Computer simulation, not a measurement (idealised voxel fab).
The process module that follows is named voxel wiring stack.
In the cross-section labelled cut, the width is 195 nm and each square cell is 5 nm.
In what follows, cross-sections appear as grids of square cells, described through bands that run from the top down, where every band is one or more rows of cells. Per band: top height and bottom height in nm, followed by the left-to-right materials and their widths in nm; "full width" marks a single material spanning edge to edge, "air" marks empty space. Counting heights begins at 0, where everything beneath is, in the wafer as received, one material. The lowest band has no bottom; it goes on downwards, as "0 and below" shows. So if you see something like "30..40" for the width, read it as the top row of the band sitting at the first number and the bottom row at the second, with every row in between moving by the same amount as the last. What does "no change occurred" mean for a step? It means no cell of the cross-section changed in that step. If an empty space has no open way to the top and is at least 8 cells in size, "Encapsulated voids" lists it, written width x height at distance, where distance is measured from the left edge and every value is in nm. The remark found on a step's line after its settings is issued by the simulator itself and pertains to that step. You can add "overlay nm" to a step's line. For a step with a mask, it describes how far the mask lay to the right of its planned position, and a negative number describes a lay to the left. Before/after cross-section pairs, one process step each; after shown to lowest changed band; step and settings beneath. Pairs may be from different runs of this module on the same starting wafer; a pair continues from the one above only where its "Ahead of processing" entry says so.

Ahead of processing:
	70 down to 60 | 55 of aC; 20 of air; 120 of aC
	60 down to 45 | 55 of SiO2; 20 of air; 120 of SiO2
	45 down to 40 | SiCN full width
	40 down to 20 | 50 of lowk; 5 of SiN; 25 of W; 5 of SiN; 20 of lowk; 5 of SiN; 25 of W; 5 of SiN; 55 of lowk
	20 down to 15 | 55 of SiN; 25 of TiN; 30 of SiN; 25 of TiN; 60 of SiN
	15 down to 0 | SiO2 full width
	0 and below | Si full width
	Encapsulated voids: none

Post-Process View:
	70 down to 60 | 55 of aC; 20 of air; 120 of aC
	60 down to 45 | 55 of SiO2; 20 of air; 120 of SiO2
	45 down to 40 | 55 of SiCN; 20 of air; 120 of SiCN
	Under the height 40 nothing was changed.
	Encapsulated voids: none
Looking at the two cross-sections above, the step in the middle is op DIRECTIONAL_ETCH | etch materials SiCN | depth nm 5

Ahead of processing: the state before this step is the cross-section shown after the step in the pair just above.

Post-Process View:
	60 down to 45 | 55 of SiO2; 20 of air; 120 of SiO2
	Under the height 45 nothing was changed.
	Encapsulated voids: none
Looking at the two cross-sections above, the step in the middle is op STRIP | etch materials aC

Ahead of processing: the state before this step is the cross-section shown after the step in the pair just above.

Post-Process View:
	60 down to 50 | 55 of SiO2; 20 of air; 120 of SiO2
	50 down to 45 | 55 of SiO2; 20 of Ru; 120 of SiO2
	45 down to 40 | 55 of SiCN; 20 of Ru; 120 of SiCN
	Under the height 40 nothing was changed.
	Encapsulated voids: none
Looking at the two cross-sections above, the step in the middle is op EPI | material Ru | thk nm 10

Ahead of processing: the state before this step is the cross-section shown after the step in the pair just above.

Post-Process View:
	60 down to 45 | 55 of SiO2; 20 of Ru; 120 of SiO2
	Under the height 45 nothing was changed.
	Encapsulated voids: none
Looking at the two cross-sections above, the step in the middle is op EPI | material Ru | thk nm 10

Ahead of processing: the state before this step is the cross-section shown after the step in the pair just above.

Post-Process View:
	65 down to 60 | SiN full width
	Under the height 60 nothing was changed.
	Encapsulated voids: none
Looking at the two cross-sections above, the step in the middle is op CONFORMAL_DEP | material SiN | thk nm 5

Ahead of processing: the state before this step is the cross-section shown after the step in the pair just above.

Post-Process View:
	90 down to 65 | SiO2 full width
	Under the height 65 nothing was changed.
	Encapsulated voids: none
Looking at the two cross-sections above, the step in the middle is op DIRECTIONAL_DEP | material SiO2 | thk nm 25

Ahead of processing: the state before this step is the cross-section shown after the step in the pair just above.

Post-Process View:
	105 down to 90 | 55 of resist; 25 of air; 30 of resist; 25 of air; 60 of resist
	Under the height 90 nothing was changed.
	Encapsulated voids: none
Looking at the two cross-sections above, the step in the middle is op PATTERN | tone open | mask id METAL_2 | material resist | width nm 25 | pitch nm 55 | thk nm 15 | overlay nm 0

Ahead of processing: the state before this step is the cross-section shown after the step in the pair just above.

Post-Process View:
	105 down to 90 | 55 of resist; 25 of air; 30 of resist; 25 of air; 60 of resist
	90 down to 65 | 55 of SiO2; 25 of air; 30 of SiO2; 25 of air; 60 of SiO2
	Under the height 65 nothing was changed.
	Encapsulated voids: none
Looking at the two cross-sections above, the step in the middle is op DIRECTIONAL_ETCH | etch materials SiO2 | depth nm 25

Ahead of processing: the state before this step is the cross-section shown after the step in the pair just above.

Post-Process View:
	105 down to 90 | 55 of resist; 25 of air; 30 of resist; 25 of air; 60 of resist
	90 down to 65 | 55 of SiO2; 25 of air; 30 of SiO2; 25 of air; 60 of SiO2
	65 down to 60 | 55 of SiN; 25 of air; 30 of SiN; 25 of air; 60 of SiN
	Under the height 60 nothing was changed.
	Encapsulated voids: none
Looking at the two cross-sections above, the step in the middle is op DIRECTIONAL_ETCH | etch materials SiN | depth nm 5

Ahead of processing: the state before this step is the cross-section shown after the step in the pair just above.

Post-Process View:
	90 down to 65 | 55 of SiO2; 25 of air; 30 of SiO2; 25 of air; 60 of SiO2
	Under the height 65 nothing was changed.
	Encapsulated voids: none
Looking at the two cross-sections above, the step in the middle is op STRIP | etch materials resist

Ahead of processing: the state before this step is the cross-section shown after the step in the pair just above.

Post-Process View:
	95 down to 90 | 60 of TiN; 15 of air; 40 of TiN; 15 of air; 65 of TiN
	90 down to 65 | 55 of SiO2; 5 of TiN; 15 of air; 5 of TiN; 30 of SiO2; 5 of TiN; 15 of air; 5 of TiN; 60 of SiO2
	65 down to 60 | 55 of SiN; 25 of TiN; 30 of SiN; 25 of TiN; 60 of SiN
	Under the height 60 nothing was changed.
	Encapsulated voids: none
Looking at the two cross-sections above, the step in the middle is op CONFORMAL_DEP | material TiN | thk nm 5

Ahead of processing: the state before this step is the cross-section shown after the step in the pair just above.

Post-Process View:
	105 down to 95 | W full width
	95 down to 90 | 60 of TiN; 15 of W; 40 of TiN; 15 of W; 65 of TiN
	90 down to 65 | 55 of SiO2; 5 of TiN; 15 of W; 5 of TiN; 30 of SiO2; 5 of TiN; 15 of W; 5 of TiN; 60 of SiO2
	Under the height 65 nothing was changed.
	Encapsulated voids: none
Looking at the two cross-sections above, the step in the middle is op FILL_DEP | material W | thk nm 10

Ahead of processing: the state before this step is the cross-section shown after the step in the pair just above.

Post-Process View:
	90 down to 65 | 55 of SiO2; 5 of TiN; 15 of W; 5 of TiN; 30 of SiO2; 5 of TiN; 15 of W; 5 of TiN; 60 of SiO2
	Under the height 65 nothing was changed.
	Encapsulated voids: none
Looking at the two cross-sections above, the step in the middle is op CMP | height nm 90

Ahead of processing: the state before this step is the cross-section shown after the step in the pair just above.

Post-Process View:
	95 down to 90 | SiN full width
	Under the height 90 nothing was changed.
	Encapsulated voids: none
Looking at the two cross-sections above, the step in the middle is op CONFORMAL_DEP | material SiN | thk nm 5

Ahead of processing:
	70 down to 60 | aC full width
	60 down to 45 | SiO2 full width
	45 down to 40 | SiCN full width
	40 down to 20 | 50 of lowk; 5 of SiN; 25 of W; 5 of SiN; 20 of lowk; 5 of SiN; 25 of W; 5 of SiN; 55 of lowk
	20 down to 15 | 55 of SiN; 25 of TiN; 30 of SiN; 25 of TiN; 60 of SiN
	15 down to 0 | SiO2 full width
	0 and below | Si full width
	Encapsulated voids: none

Post-Process View:
	95 down to 70 | 65 of resist; 15 of air; 115 of resist
	Under the height 70 nothing was changed.
	Encapsulated voids: none
Looking at the two cross-sections above, the step in the middle is op PATTERN | tone open | mask id PLUG_1 | material resist | width nm 15 | thk nm 25 | overlay nm 10

Ahead of processing: the state before this step is the cross-section shown after the step in the pair just above.

Post-Process View:
	85 down to 70 | 65 of resist; 15 of air; 115 of resist
	70 down to 60 | 65 of aC; 15 of air; 115 of aC
	Under the height 60 nothing was changed.
	Encapsulated voids: none
Looking at the two cross-sections above, the step in the middle is op DIRECTIONAL_ETCH | etch materials aC | depth nm 10

Ahead of processing: the state before this step is the cross-section shown after the step in the pair just above.

Post-Process View:
	70 down to 60 | 65 of aC; 15 of air; 115 of aC
	Under the height 60 nothing was changed.
	Encapsulated voids: none
Looking at the two cross-sections above, the step in the middle is op STRIP | etch materials resist

Ahead of processing: the state before this step is the cross-section shown after the step in the pair just above.

Post-Process View:
	70 down to 60 | 65 of aC; 15 of air; 115 of aC
	60 down to 45 | 65 of SiO2; 15 of air; 115 of SiO2
	Under the height 45 nothing was changed.
	Encapsulated voids: none
Looking at the two cross-sections above, the step in the middle is op DIRECTIONAL_ETCH | etch materials SiO2 | depth nm 15

Ahead of processing: the state before this step is the cross-section shown after the step in the pair just above.

Post-Process View:
	70 down to 60 | 65 of aC; 15 of air; 115 of aC
	60 down to 45 | 65 of SiO2; 15 of air; 115 of SiO2
	45 down to 40 | 65 of SiCN; 15 of air; 115 of SiCN
	Under the height 40 nothing was changed.
	Encapsulated voids: none
Looking at the two cross-sections above, the step in the middle is op DIRECTIONAL_ETCH | etch materials SiCN | depth nm 5

Ahead of processing: the state before this step is the cross-section shown after the step in the pair just above.

Post-Process View:
	60 down to 45 | 65 of SiO2; 15 of air; 115 of SiO2
	Under the height 45 nothing was changed.
	Encapsulated voids: none
Looking at the two cross-sections above, the step in the middle is op STRIP | etch materials aC

Ahead of processing: the state before this step is the cross-section shown after the step in the pair just above.

Post-Process View:
	60 down to 50 | 65 of SiO2; 15 of air; 115 of SiO2
	50 down to 45 | 65 of SiO2; 15 of Ru; 115 of SiO2
	45 down to 40 | 65 of SiCN; 15 of Ru; 115 of SiCN
	Under the height 40 nothing was changed.
	Encapsulated voids: none
Looking at the two cross-sections above, the step in the middle is op EPI | material Ru | thk nm 10

Ahead of processing: the state before this step is the cross-section shown after the step in the pair just above.

Post-Process View:
	60 down to 45 | 65 of SiO2; 15 of Ru; 115 of SiO2
	Under the height 45 nothing was changed.
	Encapsulated voids: none
Looking at the two cross-sections above, the step in the middle is op EPI | material Ru | thk nm 10

Ahead of processing: the state before this step is the cross-section shown after the step in the pair just above.

Post-Process View:
	65 down to 60 | SiN full width
	Under the height 60 nothing was changed.
	Encapsulated voids: none
Looking at the two cross-sections above, the step in the middle is op CONFORMAL_DEP | material SiN | thk nm 5

Ahead of processing: the state before this step is the cross-section shown after the step in the pair just above.

Post-Process View:
	90 down to 65 | SiO2 full width
	Under the height 65 nothing was changed.
	Encapsulated voids: none
Looking at the two cross-sections above, the step in the middle is op DIRECTIONAL_DEP | material SiO2 | thk nm 25

Ahead of processing: the state before this step is the cross-section shown after the step in the pair just above.

Post-Process View:
	105 down to 90 | 55 of resist; 25 of air; 30 of resist; 25 of air; 60 of resist
	Under the height 90 nothing was changed.
	Encapsulated voids: none
Looking at the two cross-sections above, the step in the middle is op PATTERN | tone open | mask id METAL_2 | material resist | width nm 25 | pitch nm 55 | thk nm 15 | overlay nm 0

Ahead of processing: the state before this step is the cross-section shown after the step in the pair just above.

Post-Process View:
	105 down to 90 | 55 of resist; 25 of air; 30 of resist; 25 of air; 60 of resist
	90 down to 65 | 55 of SiO2; 25 of air; 30 of SiO2; 25 of air; 60 of SiO2
	Under the height 65 nothing was changed.
	Encapsulated voids: none
Looking at the two cross-sections above, the step in the middle is op DIRECTIONAL_ETCH | etch materials SiO2 | depth nm 25

Ahead of processing: the state before this step is the cross-section shown after the step in the pair just above.

Post-Process View:
	105 down to 90 | 55 of resist; 25 of air; 30 of resist; 25 of air; 60 of resist
	90 down to 65 | 55 of SiO2; 25 of air; 30 of SiO2; 25 of air; 60 of SiO2
	65 down to 60 | 55 of SiN; 25 of air; 30 of SiN; 25 of air; 60 of SiN
	Under the height 60 nothing was changed.
	Encapsulated voids: none
Looking at the two cross-sections above, the step in the middle is op DIRECTIONAL_ETCH | etch materials SiN | depth nm 5

Ahead of processing: the state before this step is the cross-section shown after the step in the pair just above.

Post-Process View:
	90 down to 65 | 55 of SiO2; 25 of air; 30 of SiO2; 25 of air; 60 of SiO2
	Under the height 65 nothing was changed.
	Encapsulated voids: none
Looking at the two cross-sections above, the step in the middle is op STRIP | etch materials resist

Ahead of processing: the state before this step is the cross-section shown after the step in the pair just above.

Post-Process View:
	95 down to 90 | 60 of TiN; 15 of air; 40 of TiN; 15 of air; 65 of TiN
	90 down to 65 | 55 of SiO2; 5 of TiN; 15 of air; 5 of TiN; 30 of SiO2; 5 of TiN; 15 of air; 5 of TiN; 60 of SiO2
	65 down to 60 | 55 of SiN; 25 of TiN; 30 of SiN; 25 of TiN; 60 of SiN
	Under the height 60 nothing was changed.
	Encapsulated voids: none
Looking at the two cross-sections above, the step in the middle is op CONFORMAL_DEP | material TiN | thk nm 5

Ahead of processing: the state before this step is the cross-section shown after the step in the pair just above.

Post-Process View:
	105 down to 95 | W full width
	95 down to 90 | 60 of TiN; 15 of W; 40 of TiN; 15 of W; 65 of TiN
	90 down to 65 | 55 of SiO2; 5 of TiN; 15 of W; 5 of TiN; 30 of SiO2; 5 of TiN; 15 of W; 5 of TiN; 60 of SiO2
	Under the height 65 nothing was changed.
	Encapsulated voids: none
Looking at the two cross-sections above, the step in the middle is op FILL_DEP | material W | thk nm 10

Ahead of processing: the state before this step is the cross-section shown after the step in the pair just above.

Post-Process View:
	90 down to 65 | 55 of SiO2; 5 of TiN; 15 of W; 5 of TiN; 30 of SiO2; 5 of TiN; 15 of W; 5 of TiN; 60 of SiO2
	Under the height 65 nothing was changed.
	Encapsulated voids: none
Looking at the two cross-sections above, the step in the middle is op CMP | height nm 90

Ahead of processing: the state before this step is the cross-section shown after the step in the pair just above.

Post-Process View:
	95 down to 90 | SiN full width
	Under the height 90 nothing was changed.
	Encapsulated voids: none
Looking at the two cross-sections above, the step in the middle is op CONFORMAL_DEP | material SiN | thk nm 5

Ahead of processing:
	20 down to 15 | TiN full width
	15 down to 0 | SiO2 full width
	0 and below | Si full width
	Encapsulated voids: none

Post-Process View:
	40 down to 20 | SiCN full width
	Under the height 20 nothing was changed.
	Encapsulated voids: none
Looking at the two cross-sections above, the step in the middle is op DIRECTIONAL_DEP | material SiCN | thk nm 20

Ahead of processing: the state before this step is the cross-section shown after the step in the pair just above.

Post-Process View:
	45 down to 40 | SiN full width
	Under the height 40 nothing was changed.
	Encapsulated voids: none
Looking at the two cross-sections above, the step in the middle is op CONFORMAL_DEP | material SiN | thk nm 5

Ahead of processing: the state before this step is the cross-section shown after the step in the pair just above.

Post-Process View:
	50 down to 45 | lowk full width
	Under the height 45 nothing was changed.
	Encapsulated voids: none
Looking at the two cross-sections above, the step in the middle is op FILL_DEP | material lowk | thk nm 5

Ahead of processing: the state before this step is the cross-section shown after the step in the pair just above.

Post-Process View:
	40 down to 20 | SiCN full width
	Under the height 20 nothing was changed.
	Encapsulated voids: none
Looking at the two cross-sections above, the step in the middle is op CMP | height nm 40

Ahead of processing: the state before this step is the cross-section shown after the step in the pair just above.

Post-Process View:
	45 down to 20 | SiCN full width
	Under the height 20 nothing was changed.
	Encapsulated voids: none
Looking at the two cross-sections above, the step in the middle is op CONFORMAL_DEP | material SiCN | thk nm 5

Ahead of processing: the state before this step is the cross-section shown after the step in the pair just above.

Post-Process View:
	60 down to 45 | SiO2 full width
	Under the height 45 nothing was changed.
	Encapsulated voids: none
Looking at the two cross-sections above, the step in the middle is op DIRECTIONAL_DEP | material SiO2 | thk nm 15

Ahead of processing: the state before this step is the cross-section shown after the step in the pair just above.

Post-Process View:
	70 down to 60 | aC full width
	Under the height 60 nothing was changed.
	Encapsulated voids: none
Looking at the two cross-sections above, the step in the middle is op DIRECTIONAL_DEP | material aC | thk nm 10

Ahead of processing: the state before this step is the cross-section shown after the step in the pair just above.

Post-Process View:
	95 down to 70 | 55 of resist; 15 of air; 125 of resist
	Under the height 70 nothing was changed.
	Encapsulated voids: none
Looking at the two cross-sections above, the step in the middle is op PATTERN | tone open | mask id PLUG_1 | material resist | width nm 15 | thk nm 25 | overlay nm 0

Ahead of processing: the state before this step is the cross-section shown after the step in the pair just above.

Post-Process View:
	85 down to 70 | 55 of resist; 15 of air; 125 of resist
	70 down to 60 | 55 of aC; 15 of air; 125 of aC
	Under the height 60 nothing was changed.
	Encapsulated voids: none
Looking at the two cross-sections above, the step in the middle is op DIRECTIONAL_ETCH | etch materials aC | depth nm 10

Ahead of processing: the state before this step is the cross-section shown after the step in the pair just above.

Post-Process View:
	70 down to 60 | 55 of aC; 15 of air; 125 of aC
	Under the height 60 nothing was changed.
	Encapsulated voids: none
Looking at the two cross-sections above, the step in the middle is op STRIP | etch materials resist

Ahead of processing: the state before this step is the cross-section shown after the step in the pair just above.

Post-Process View:
	70 down to 60 | 55 of aC; 15 of air; 125 of aC
	60 down to 45 | 55 of SiO2; 15 of air; 125 of SiO2
	Under the height 45 nothing was changed.
	Encapsulated voids: none
Looking at the two cross-sections above, the step in the middle is op DIRECTIONAL_ETCH | etch materials SiO2 | depth nm 15

Ahead of processing: the state before this step is the cross-section shown after the step in the pair just above.

Post-Process View:
	70 down to 60 | 55 of aC; 15 of air; 125 of aC
	60 down to 45 | 55 of SiO2; 15 of air; 125 of SiO2
	45 down to 40 | 55 of SiCN; 15 of air; 125 of SiCN
	Under the height 40 nothing was changed.
	Encapsulated voids: none
Looking at the two cross-sections above, the step in the middle is op DIRECTIONAL_ETCH | etch materials SiCN | depth nm 5

Ahead of processing: the state before this step is the cross-section shown after the step in the pair just above.

Post-Process View:
	60 down to 45 | 55 of SiO2; 15 of air; 125 of SiO2
	Under the height 45 nothing was changed.
	Encapsulated voids: none
Looking at the two cross-sections above, the step in the middle is op STRIP | etch materials aC

Ahead of processing: the state before this step is the cross-section shown after the step in the pair just above.

Post-Process View:
	65 down to 60 | 60 of SiN; 5 of air; 130 of SiN
	60 down to 45 | 55 of SiO2; 5 of SiN; 5 of air; 5 of SiN; 125 of SiO2
	45 down to 40 | 55 of SiCN; 15 of SiN; 125 of SiCN
	Under the height 40 nothing was changed.
	Encapsulated voids: none
Looking at the two cross-sections above, the step in the middle is op CONFORMAL_DEP | material SiN | thk nm 5

Ahead of processing: the state before this step is the cross-section shown after the step in the pair just above.

Post-Process View:
	90 down to 70 | 60 of SiO2; 5 of air; 130 of SiO2
	70 down to 65 | SiO2 full width
	65 down to 60 | 60 of SiN; 5 of SiO2; 130 of SiN
	60 down to 45 | 55 of SiO2; 5 of SiN; 5 of SiO2; 5 of SiN; 125 of SiO2
	Under the height 45 nothing was changed.
	Encapsulated voids: none
Looking at the two cross-sections above, the step in the middle is op DIRECTIONAL_DEP | material SiO2 | thk nm 25

Ahead of processing: the state before this step is the cross-section shown after the step in the pair just above.

Post-Process View:
	105 down to 90 | 55 of resist; 25 of air; 30 of resist; 25 of air; 60 of resist
	Under the height 90 nothing was changed.
	Encapsulated voids: none
Looking at the two cross-sections above, the step in the middle is op PATTERN | tone open | mask id METAL_2 | material resist | width nm 25 | pitch nm 55 | thk nm 15 | overlay nm 0

Ahead of processing: the state before this step is the cross-section shown after the step in the pair just above.

Post-Process View:
	105 down to 90 | 55 of resist; 25 of air; 30 of resist; 25 of air; 60 of resist
	90 down to 65 | 55 of SiO2; 25 of air; 30 of SiO2; 25 of air; 60 of SiO2
	65 down to 60 | 60 of SiN; 5 of air; 130 of SiN
	60 down to 45 | 55 of SiO2; 5 of SiN; 5 of air; 5 of SiN; 125 of SiO2
	Under the height 45 nothing was changed.
	Encapsulated voids: none
Looking at the two cross-sections above, the step in the middle is op DIRECTIONAL_ETCH | etch materials SiO2 | depth nm 25

Ahead of processing: the state before this step is the cross-section shown after the step in the pair just above.

Post-Process View:
	105 down to 90 | 55 of resist; 25 of air; 30 of resist; 25 of air; 60 of resist
	90 down to 65 | 55 of SiO2; 25 of air; 30 of SiO2; 25 of air; 60 of SiO2
	65 down to 60 | 55 of SiN; 25 of air; 30 of SiN; 25 of air; 60 of SiN
	60 down to 45 | 55 of SiO2; 5 of SiN; 5 of air; 5 of SiN; 125 of SiO2
	45 down to 40 | 55 of SiCN; 5 of SiN; 5 of air; 5 of SiN; 125 of SiCN
	Under the height 40 nothing was changed.
	Encapsulated voids: none
Looking at the two cross-sections above, the step in the middle is op DIRECTIONAL_ETCH | etch materials SiN | depth nm 5

Ahead of processing: the state before this step is the cross-section shown after the step in the pair just above.

Post-Process View:
	90 down to 65 | 55 of SiO2; 25 of air; 30 of SiO2; 25 of air; 60 of SiO2
	Under the height 65 nothing was changed.
	Encapsulated voids: none
Looking at the two cross-sections above, the step in the middle is op STRIP | etch materials resist

Ahead of processing: the state before this step is the cross-section shown after the step in the pair just above.

Post-Process View:
	95 down to 90 | 60 of TiN; 15 of air; 40 of TiN; 15 of air; 65 of TiN
	90 down to 65 | 55 of SiO2; 5 of TiN; 15 of air; 5 of TiN; 30 of SiO2; 5 of TiN; 15 of air; 5 of TiN; 60 of SiO2
	65 down to 60 | 55 of SiN; 25 of TiN; 30 of SiN; 25 of TiN; 60 of SiN
	60 down to 45 | 55 of SiO2; 5 of SiN; 5 of TiN; 5 of SiN; 125 of SiO2
	45 down to 40 | 55 of SiCN; 5 of SiN; 5 of TiN; 5 of SiN; 125 of SiCN
	Under the height 40 nothing was changed.
	Encapsulated voids: none
Looking at the two cross-sections above, the step in the middle is op CONFORMAL_DEP | material TiN | thk nm 5

Ahead of processing: the state before this step is the cross-section shown after the step in the pair just above.

Post-Process View:
	105 down to 95 | W full width
	95 down to 90 | 60 of TiN; 15 of W; 40 of TiN; 15 of W; 65 of TiN
	90 down to 65 | 55 of SiO2; 5 of TiN; 15 of W; 5 of TiN; 30 of SiO2; 5 of TiN; 15 of W; 5 of TiN; 60 of SiO2
	Under the height 65 nothing was changed.
	Encapsulated voids: none
Looking at the two cross-sections above, the step in the middle is op FILL_DEP | material W | thk nm 10

Ahead of processing: the state before this step is the cross-section shown after the step in the pair just above.

Post-Process View:
	90 down to 65 | 55 of SiO2; 5 of TiN; 15 of W; 5 of TiN; 30 of SiO2; 5 of TiN; 15 of W; 5 of TiN; 60 of SiO2
	Under the height 65 nothing was changed.
	Encapsulated voids: none
Looking at the two cross-sections above, the step in the middle is op CMP | height nm 90

Ahead of processing: the state before this step is the cross-section shown after the step in the pair just above.

Post-Process View:
	95 down to 90 | SiN full width
	Under the height 90 nothing was changed.
	Encapsulated voids: none
Looking at the two cross-sections above, the step in the middle is op CONFORMAL_DEP | material SiN | thk nm 5

Ahead of processing:
	90 down to 65 | SiO2 full width
	65 down to 60 | SiN full width
	60 down to 45 | 55 of SiO2; 15 of Ru; 125 of SiO2
	45 down to 40 | 55 of SiCN; 15 of Ru; 125 of SiCN
	40 down to 20 | 50 of lowk; 5 of SiN; 25 of W; 5 of SiN; 20 of lowk; 5 of SiN; 25 of W; 5 of SiN; 55 of lowk
	20 down to 15 | 55 of SiN; 25 of TiN; 30 of SiN; 25 of TiN; 60 of SiN
	15 down to 0 | SiO2 full width
	0 and below | Si full width
	Encapsulated voids: none

Post-Process View:
	105 down to 90 | 55 of air; 25 of resist; 30 of air; 25 of resist; 60 of air
	Under the height 90 nothing was changed.
	Encapsulated voids: none
Looking at the two cross-sections above, the step in the middle is op PATTERN | tone cover | mask id METAL_2 | material resist | width nm 25 | pitch nm 55 | thk nm 15 | overlay nm 0

Ahead of processing: the state before this step is the cross-section shown after the step in the pair just above.

Post-Process View:
	105 down to 90 | 55 of air; 25 of resist; 30 of air; 25 of resist; 60 of air
	90 down to 65 | 55 of air; 25 of SiO2; 30 of air; 25 of SiO2; 60 of air
	Under the height 65 nothing was changed.
	Encapsulated voids: none
Looking at the two cross-sections above, the step in the middle is op DIRECTIONAL_ETCH | etch materials SiO2 | depth nm 25

Ahead of processing: the state before this step is the cross-section shown after the step in the pair just above.

Post-Process View:
	105 down to 90 | 55 of air; 25 of resist; 30 of air; 25 of resist; 60 of air
	90 down to 65 | 55 of air; 25 of SiO2; 30 of air; 25 of SiO2; 60 of air
	65 down to 60 | 55 of air; 25 of SiN; 30 of air; 25 of SiN; 60 of air
	Under the height 60 nothing was changed.
	Encapsulated voids: none
Looking at the two cross-sections above, the step in the middle is op DIRECTIONAL_ETCH | etch materials SiN | depth nm 5

Ahead of processing: the state before this step is the cross-section shown after the step in the pair just above.

Post-Process View:
	90 down to 65 | 55 of air; 25 of SiO2; 30 of air; 25 of SiO2; 60 of air
	Under the height 65 nothing was changed.
	Encapsulated voids: none
Looking at the two cross-sections above, the step in the middle is op STRIP | etch materials resist

Ahead of processing: the state before this step is the cross-section shown after the step in the pair just above.

Post-Process View:
	95 down to 90 | 50 of air; 35 of TiN; 20 of air; 35 of TiN; 55 of air
	90 down to 65 | 50 of air; 5 of TiN; 25 of SiO2; 5 of TiN; 20 of air; 5 of TiN; 25 of SiO2; 5 of TiN; 55 of air
	65 down to 60 | 55 of TiN; 25 of SiN; 30 of TiN; 25 of SiN; 60 of TiN
	Under the height 60 nothing was changed.
	Encapsulated voids: none
Looking at the two cross-sections above, the step in the middle is op CONFORMAL_DEP | material TiN | thk nm 5

Ahead of processing: the state before this step is the cross-section shown after the step in the pair just above.

Post-Process View:
	105 down to 95 | W full width
	95 down to 90 | 50 of W; 35 of TiN; 20 of W; 35 of TiN; 55 of W
	90 down to 65 | 50 of W; 5 of TiN; 25 of SiO2; 5 of TiN; 20 of W; 5 of TiN; 25 of SiO2; 5 of TiN; 55 of W
	Under the height 65 nothing was changed.
	Encapsulated voids: none
Looking at the two cross-sections above, the step in the middle is op FILL_DEP | material W | thk nm 10

Ahead of processing: the state before this step is the cross-section shown after the step in the pair just above.

Post-Process View:
	90 down to 65 | 50 of W; 5 of TiN; 25 of SiO2; 5 of TiN; 20 of W; 5 of TiN; 25 of SiO2; 5 of TiN; 55 of W
	Under the height 65 nothing was changed.
	Encapsulated voids: none
Looking at the two cross-sections above, the step in the middle is op CMP | height nm 90

Ahead of processing: the state before this step is the cross-section shown after the step in the pair just above.

Post-Process View:
	95 down to 90 | SiN full width
	Under the height 90 nothing was changed.
	Encapsulated voids: none
Looking at the two cross-sections above, the step in the middle is op CONFORMAL_DEP | material SiN | thk nm 5
